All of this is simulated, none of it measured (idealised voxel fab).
voxel self aligned vias: a process module
Cross-section cut: width 225 nm, square cells of 5 nm.
Each cross-section below is a grid of square cells, stated as bands in top-down order, with one or more rows of cells making up each band. First you get the band's top height and its bottom height, in nm, and then the materials it's made of, left to right, with each width in nm. If you see a single material with "throughout", that one covers the band edge to edge. "air" is empty space. Heights from 0 (as-received wafer is one material below). Bottom band endless downward, as "top 0, no bottom". Think of "30..40" as a width that walks from the first number to the second as you go down the band, top row to bottom row, taking equal-sized steps from row to row. "stayed the same" -> step changed no cross-section cell. Each empty space that has no open way to the top and spans at least 8 cells appears under "Fully closed voids" as width x height at distance, the distance counted from the left edge, all in nm. Anything after a step's settings on that line? It's the simulator's own note about the step. overlay nm: how far to the right of its planned place the mask lay on this masked step (negative: to the left).

[Steps planned for the process]
1: op RECEIVE | material Si
2: op CONFORMAL_DEP | material SiO2 | thk nm 10
3: op CONFORMAL_DEP | material SiCN | thk nm 5
4: op DIRECTIONAL_DEP | material lowk | thk nm 20
5: op MASKED_ETCH | tone open | mask id LINES | width nm 30 | pitch nm 70 | etch materials lowk | depth nm 20 | overlay nm 0
6: op CONFORMAL_DEP | material TiN | thk nm 5
7: op FILL_DEP | material W | thk nm 5
8: op CMP | height nm 35
9: op SELECTIVE_ETCH | etch materials W Ru TiN | depth nm 5
10: op FILL_DEP | material SiN | thk nm 10
11: op CMP | height nm 35
12: op DIRECTIONAL_DEP | material lowk | thk nm 15
13: op DIRECTIONAL_DEP | material aC | thk nm 15
14: op PATTERN | tone open | mask id VIAS | material resist | width nm 40 | pitch nm 70 | thk nm 35 | overlay nm 0
15: op DIRECTIONAL_ETCH | etch materials aC | depth nm 15
16: op STRIP | etch materials resist
17: op DIRECTIONAL_ETCH | etch materials lowk | depth nm 15
18: op DIRECTIONAL_ETCH | etch materials SiN | depth nm 5
19: op STRIP | etch materials aC
20: op CONFORMAL_DEP | material TiN | thk nm 5
21: op FILL_DEP | material Ru | thk nm 10
22: op CMP | height nm 50
23: op CONFORMAL_DEP | material SiN | thk nm 5

[Wafer as received: cross-section following step 1]
	top 0, no bottom = Si throughout
	Fully closed voids: none

[Cross-sectional image of the first of two wafers at the end of the module, the run having proceeded as planned]
	top 55, bottom 50 = SiN throughout
	top 50, bottom 40 = lowk: 20, TiN: 5, Ru: 30, TiN: 5, lowk: 30, TiN: 5, Ru: 30, TiN: 5, lowk: 30, TiN: 5, Ru: 30, TiN: 5, lowk: 25
	top 40, bottom 35 = lowk: 20, TiN: 10, Ru: 20, TiN: 10, lowk: 30, TiN: 10, Ru: 20, TiN: 10, lowk: 30, TiN: 10, Ru: 20, TiN: 10, lowk: 25
	top 35, bottom 30 = lowk: 25, TiN: 30, lowk: 40, TiN: 30, lowk: 40, TiN: 30, lowk: 30
	top 30, bottom 20 = lowk: 25, TiN: 5, W: 20, TiN: 5, lowk: 40, TiN: 5, W: 20, TiN: 5, lowk: 40, TiN: 5, W: 20, TiN: 5, lowk: 30
	top 20, bottom 15 = lowk: 25, TiN: 30, lowk: 40, TiN: 30, lowk: 40, TiN: 30, lowk: 30
	top 15, bottom 10 = SiCN throughout
	top 10, bottom 0 = SiO2 throughout
	top 0, no bottom = Si throughout
	Fully closed voids: none

[What the second wafer looks like in cross-section once the module is done. Its start and its plan matched the first wafer's exactly; what differed was one mistake in how it was run]
	top 55, bottom 50 = SiN throughout
	top 50, bottom 40 = lowk: 20, TiN: 5, Ru: 30, TiN: 5, lowk: 30, TiN: 5, Ru: 30, TiN: 5, lowk: 30, TiN: 5, Ru: 30, TiN: 5, lowk: 25
	top 40, bottom 35 = lowk: 20, TiN: 10, Ru: 20, TiN: 10, lowk: 30, TiN: 10, Ru: 20, TiN: 10, lowk: 30, TiN: 10, Ru: 20, TiN: 10, lowk: 25
	top 35, bottom 30 = lowk: 25, TiN: 30, lowk: 40, TiN: 30, lowk: 40, TiN: 30, lowk: 30
	top 30, bottom 20 = lowk: 25, TiN: 5, W: 20, TiN: 5, lowk: 40, TiN: 5, W: 20, TiN: 5, lowk: 40, TiN: 5, W: 20, TiN: 5, lowk: 30
	top 20, bottom 15 = lowk: 25, TiN: 30, lowk: 40, TiN: 30, lowk: 40, TiN: 30, lowk: 30
	top 15, bottom 5 = SiO2 throughout
	top 5, bottom 0 = SiCN throughout
	top 0, no bottom = Si throughout
	Fully closed voids: none
Here's what went sideways: mixed up steps 2 and 3 - ran each in the other's place
at the end the second wafer has, in cells: as many of each material as the first, in other places
